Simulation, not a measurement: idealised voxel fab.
Process module, titled voxel transistor to metal
Square cell edge 5 nm, section width 190 nm, ID cut.
How to read a cross-section here: the picture is a grid of square cells, written as bands going from the top down, and any band can span one or more rows of cells. For a band, the entry starts with two heights in nm, that of the top and then that of the bottom, and carries on with the band's materials in order from left to right, each alongside its width in nm; the word "full width" beside a single material means it fills the band edge to edge, and "blank" means empty space. For the purposes of this specification, 0 denotes the height below which the wafer in its as-received condition is composed wholly of one material, and the lowermost band, lacking a lower limit, extends downward without end, as expressed in "z 0 and below". Read "30->40" as a graded width: first number on top, second number at the bottom, same change between each pair of neighbouring rows. For the purposes of this document, the phrase "no alterations made" attached to a step denotes that no cell within the cross-section was modified by that step. "Enclosed void list": empty spaces of 8 cells or more with no open way to the top, each given as width x height at distance, distance from the left edge, all in nm. Anything after a step's settings on that line? It's the simulator's own note about the step. You can add "overlay nm" to a step's line. For a step with a mask, it describes how far the mask lay to the right of its planned position, and a negative number describes a lay to the left.
# These are the steps we planned for the process
1. RECEIVE with material Si
2. OXIDIZE with depth nm 5
3. CONFORMAL_DEP with material SiN, thk nm 15
4. PATTERN with tone cover, mask id ACTIVE, material resist, width nm 105, thk nm 20, overlay nm 0
5. DIRECTIONAL_ETCH with etch materials SiN, depth nm 15
6. DIRECTIONAL_ETCH with etch materials SiO2, depth nm 5
7. DIRECTIONAL_ETCH with etch materials Si, depth nm 30
8. STRIP with etch materials resist
9. FILL_DEP with material SiO2, thk nm 10
10. CMP with height nm 15
11. SELECTIVE_ETCH with etch materials SiO2, depth nm 5
12. STRIP with etch materials SiN
13. SELECTIVE_ETCH with etch materials SiO2, depth nm 5
14. OXIDIZE with depth nm 5
15. DIRECTIONAL_DEP with material polySi, thk nm 30
16. DIRECTIONAL_DEP with material SiCN, thk nm 15
17. DIRECTIONAL_DEP with material aC, thk nm 10
18. PATTERN with tone cover, mask id GATE, material resist, width nm 35, thk nm 25, overlay nm 0
19. DIRECTIONAL_ETCH with etch materials aC, depth nm 10
20. STRIP with etch materials resist
21. DIRECTIONAL_ETCH with etch materials SiCN, depth nm 25
22. DIRECTIONAL_ETCH with etch materials polySi, depth nm 40
23. STRIP with etch materials aC
24. CONFORMAL_DEP with material SiO2, thk nm 5
25. DIRECTIONAL_ETCH with etch materials SiO2, depth nm 5
26. CONFORMAL_DEP with material SiN, thk nm 10
27. DIRECTIONAL_ETCH with etch materials SiN, depth nm 10
28. DIRECTIONAL_ETCH with etch materials SiO2, depth nm 5
29. DIRECTIONAL_ETCH with etch materials Si, depth nm 10
30. EPI with material pSi, thk nm 15
31. FILL_DEP with material SiO2, thk nm 10
32. CMP with height nm 25
33. STRIP with etch materials polySi
34. SELECTIVE_ETCH with etch materials SiO2, depth nm 5
35. CONFORMAL_DEP with material HfO2, thk nm 5
36. CONFORMAL_DEP with material TiN, thk nm 5
37. FILL_DEP with material W, thk nm 10
38. CMP with height nm 20
39. DIRECTIONAL_DEP with material SiO2, thk nm 10
40. MASKED_ETCH with tone open, mask id CONTACT, width nm 15, pitch nm 80, etch materials SiO2, depth nm 25, overlay nm 0
41. CONFORMAL_DEP with material TiN, thk nm 5
42. FILL_DEP with material Ru, thk nm 5
43. CMP with height nm 30
44. DIRECTIONAL_DEP with material TiN, thk nm 5
45. DIRECTIONAL_DEP with material W, thk nm 15
46. DIRECTIONAL_DEP with material aC, thk nm 10
47. PATTERN with tone cover, mask id METAL_1, material resist, width nm 15, pitch nm 80, thk nm 25, overlay nm 0
48. DIRECTIONAL_ETCH with etch materials aC, depth nm 10
49. STRIP with etch materials resist
50. DIRECTIONAL_ETCH with etch materials W, depth nm 15
51. DIRECTIONAL_ETCH with etch materials TiN, depth nm 5
52. STRIP with etch materials aC
53. FILL_DEP with material lowk, thk nm 5
54. CMP with height nm 50
55. CONFORMAL_DEP with material SiCN, thk nm 5
# Wafer as received: cross-section following step 1
	z 0 and below: Si full width
	Enclosed void list: none
# Wafer cross-section at end of module: start and plan as shown above, one execution error
	z 55 to 50: SiCN full width
	z 50 to 35: 45 nm lowk, then 15 nm W, then 65 nm lowk, then 15 nm W, then 50 nm lowk
	z 35 to 30: 45 nm lowk, then 15 nm TiN, then 65 nm lowk, then 15 nm TiN, then 50 nm lowk
	z 30 to 25: 45 nm SiO2, then 5 nm TiN, then 5 nm Ru, then 5 nm TiN, then 65 nm SiO2, then 5 nm TiN, then 5 nm Ru, then 5 nm TiN, then 50 nm SiO2
	z 25 to 20: 45 nm SiO2, then 15 nm TiN, then 65 nm SiO2, then 15 nm TiN, then 50 nm SiO2
	z 20 to 5: 35 nm SiO2, then 25 nm pSi, then 10 nm SiN, then 5 nm HfO2, then 5 nm TiN, then 25 nm W, then 5 nm TiN, then 5 nm HfO2, then 10 nm SiN, then 25 nm pSi, then 40 nm SiO2
	z 5 to 0: 35 nm SiO2, then 5 nm pSi, then 10 nm SiN, then 10 nm pSi, then 10 nm SiN, then 5 nm HfO2, then 5 nm TiN, then 25 nm W, then 5 nm TiN, then 5 nm HfO2, then 10 nm SiN, then 10 nm pSi, then 10 nm SiN, then 5 nm pSi, then 40 nm SiO2
	z 0 to -5: 40 nm SiO2, then 10 nm SiN, then 10 nm pSi, then 10 nm SiN, then 5 nm HfO2, then 35 nm TiN, then 5 nm HfO2, then 10 nm SiN, then 10 nm pSi, then 10 nm SiN, then 45 nm SiO2
	z -5 to -10: 50 nm SiO2, then 10 nm pSi, then 10 nm SiO2, then 45 nm HfO2, then 10 nm SiO2, then 10 nm pSi, then 55 nm SiO2
	z -10 to -20: 40 nm SiO2, then 10 nm Si, then 10 nm pSi, then 65 nm Si, then 10 nm pSi, then 10 nm Si, then 45 nm SiO2
	z -20 to -35: 40 nm SiO2, then 105 nm Si, then 45 nm SiO2
	z -35 and below: Si full width
	Enclosed void list: none
So what did we get wrong on this run? plan step 30 was twice executed
